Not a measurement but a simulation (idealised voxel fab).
process module | voxel capacitor over wiring
cross-section cut | 145 nm wide | cells 5 nm
A cross-section is a grid of square cells, given in bands from the top down. A band is one or more rows of cells.
Each band's line starts with the height of the band's top and of its bottom, in nm. Then come its materials from left to right, each with its width in nm. One material with "throughout" fills the band from edge to edge. "air" is empty space.
Height 0 is the level under which the wafer as received is all one material. The lowest band goes on downwards, as in "0 down".
A width such as "30 to 40" changes by the same amount from each row of cells to the next, from the band's top row to its bottom row.
"no change" after a step means that no cell of the cross-section changed.
closed voids: empty space of 8 cells or more with no open way to the top, each as width x height at its distance from the left edge, in nm
after a step's settings: what the simulator itself notes on the step
overlay nm, on a step with a mask: how far to the right of its planned place the mask lay; to the left if negative
plan
1 op RECEIVE | material Si
2 op CONFORMAL_DEP | material SiO2 | thk nm 10
3 op CONFORMAL_DEP | material SiN | thk nm 5
4 op DIRECTIONAL_DEP | material SiO2 | thk nm 15
5 op PATTERN | tone open | mask id METAL_1 | material resist | width nm 20 | pitch nm 75 | thk nm 15 | overlay nm 0
6 op DIRECTIONAL_ETCH | etch materials SiO2 | depth nm 15
7 op DIRECTIONAL_ETCH | etch materials SiN | depth nm 5
8 op STRIP | etch materials resist
9 op CONFORMAL_DEP | material TiN | thk nm 5
10 op FILL_DEP | material Cu | thk nm 5
11 op CMP | height nm 30
12 op CONFORMAL_DEP | material SiCN | thk nm 5
13 op DIRECTIONAL_DEP | material SiO2 | thk nm 20
14 op PATTERN | tone open | mask id PLUG_1 | material resist | width nm 15 | thk nm 15 | overlay nm 0
15 op DIRECTIONAL_ETCH | etch materials SiO2 | depth nm 20
16 op DIRECTIONAL_ETCH | etch materials SiCN | depth nm 5
17 op STRIP | etch materials resist
18 op CONFORMAL_DEP | material TiN | thk nm 5
19 op FILL_DEP | material Cu | thk nm 10
20 op CMP | height nm 55
21 op DIRECTIONAL_DEP | material TiN | thk nm 5
22 op DIRECTIONAL_DEP | material SiN | thk nm 5
23 op DIRECTIONAL_DEP | material TiN | thk nm 5
24 op PATTERN | tone cover | mask id UPPER_PLATE | material resist | width nm 60 | thk nm 15 | overlay nm 0
25 op DIRECTIONAL_ETCH | etch materials TiN | depth nm 5
26 op DIRECTIONAL_ETCH | etch materials SiN | depth nm 5
27 op STRIP | etch materials resist
28 op PATTERN | tone cover | mask id LOWER_PLATE | material resist | width nm 70 | thk nm 20 | overlay nm 0
29 op DIRECTIONAL_ETCH | etch materials TiN | depth nm 5
30 op STRIP | etch materials resist
31 op FILL_DEP | material SiO2 | thk nm 20
32 op CMP | height nm 85
33 op PATTERN | tone open | mask id PLUG_2 | material resist | width nm 15 | thk nm 15 | overlay nm 0
34 op DIRECTIONAL_ETCH | etch materials SiO2 | depth nm 15
35 op STRIP | etch materials resist
36 op CONFORMAL_DEP | material TiN | thk nm 5
37 op FILL_DEP | material Ru | thk nm 10
38 op CMP | height nm 85
39 op CONFORMAL_DEP | material SiN | thk nm 5
as received, after step 1
  0 down: Si throughout
  closed voids: none
first wafer at the end, as planned
  90 to 85: SiN throughout
  85 to 75: SiO2 40 | TiN 5 | Ru 5 | TiN 5 | SiO2 90
  75 to 65: SiO2 40 to 30 | TiN 15 to 60 | SiO2 90 to 55
  65 to 60: SiO2 30 | SiN 60 | SiO2 55
  60 to 55: SiO2 25 | TiN 70 | SiO2 50
  55 to 35: SiO2 30 | TiN 5 | Cu 5 | TiN 5 | SiO2 100
  35 to 30: SiCN 30 | TiN 15 | SiCN 100
  30 to 15: SiO2 25 | TiN 5 | Cu 10 | TiN 5 | SiO2 55 | TiN 5 | Cu 10 | TiN 5 | SiO2 25
  15 to 10: SiN 25 | TiN 20 | SiN 55 | TiN 20 | SiN 25
  10 to 0: SiO2 throughout
  0 down: Si throughout
  closed voids: none
second wafer at the end: like start, like plan, one mistake
  90 to 85: SiN throughout
  85 to 75: SiO2 40 | TiN 5 | Ru 5 | TiN 5 | SiO2 90
  75 to 65: SiO2 40 to 30 | TiN 15 to 60 | SiO2 90 to 55
  65 to 60: SiO2 30 | SiN 60 | SiO2 55
  60 to 55: SiO2 25 | TiN 70 | SiO2 50
  55 to 50: TiN 35 | Cu 5 | TiN 105
  50 to 30: SiO2 30 | TiN 5 | Cu 5 | TiN 5 | SiO2 100
  30 to 25: SiCN 30 | TiN 15 | SiCN 100
  25 to 15: SiO2 25 | TiN 5 | Cu 10 | TiN 5 | SiO2 55 | TiN 5 | Cu 10 | TiN 5 | SiO2 25
  15 to 10: SiN 25 | TiN 20 | SiN 55 | TiN 20 | SiN 25
  10 to 0: SiO2 throughout
  0 down: Si throughout
  closed voids: none
what went wrong: step 11 ran as: op CMP | height nm 25
at the end the second wafer has, in cells: 3 fewer of Cu | 21 fewer of SiO2 | 24 more of TiN
